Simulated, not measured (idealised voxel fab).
voxel released beams: a process module
Square cell edge 5 nm, section width 150 nm, ID cut.
In what follows, cross-sections appear as grids of square cells, described through bands that run from the top down, where every band is one or more rows of cells. Within each band entry, the heights of the top and of the bottom of the band appear first, in that order and in nm; the materials of the band then follow from left to right, each with its corresponding width in nm. The designation "full width" on a single material indicates that it fills the band from edge to edge; the designation "blank" indicates empty space. Measure heights from 0. That's the level where, below it, the as-received wafer is all one material. The lowest band is bottomless and extends downward; write it as in "0 and below". A width such as "30..40" changes by the same amount from each row of cells to the next, from the band's top row to its bottom row. Given "no modifications" for a step, no cell of the cross-section differs between before and after that step. So "Unvented internal voids" is basically the list of trapped voids: any empty space of 8 cells or more that can't reach the top through an opening. They're written width x height at distance, the distance being from the left edge, and it's all nm. Step line, after settings: the simulator's comment on this step. "overlay nm" on a masked step: distance the mask lay right of its planned place, negative for left.
### These are the steps we planned for the process
1: RECEIVE, material Si
2: CONFORMAL_DEP, material SiN, thk nm 10
3: DIRECTIONAL_DEP, material SiO2, thk nm 20
4: DIRECTIONAL_DEP, material aC, thk nm 15
5: PATTERN, tone open, mask id ANCHOR, material resist, width nm 25, thk nm 30, overlay nm 0
6: DIRECTIONAL_ETCH, etch materials aC, depth nm 15
7: STRIP, etch materials resist
8: DIRECTIONAL_ETCH, etch materials SiO2, depth nm 20
9: STRIP, etch materials aC
10: CONFORMAL_DEP, material TiN, thk nm 10
11: MASKED_ETCH, tone cover, mask id BEAM, width nm 75, etch materials TiN, depth nm 10, overlay nm 0
12: STRIP, etch materials SiO2
Don't read the plan's width nm for step 11 as applying to every wafer: that's the first wafer's value, and the wafers differ in it, though they all start identical.
### Cross-section, first of several wafers, as delivered after step 1
0 and below: Si full width
Unvented internal voids: none
### Below is a per-wafer table. In it, each row describes the wafer at the end of the module by giving, for each material, the number of cells gained (+) or lost (-) since the wafer was received, and after that the closed voids of the wafer
width nm 75, +60 SiN, +46 TiN, Unvented internal voids: none
width nm 80, +60 SiN, +48 TiN, Unvented internal voids: none
width nm 85, +60 SiN, +50 TiN, Unvented internal voids: none
width nm 90, +60 SiN, +52 TiN, Unvented internal voids: none
width nm 95, +60 SiN, +54 TiN, Unvented internal voids: none
width nm 100, +60 SiN, +56 TiN, Unvented internal voids: none
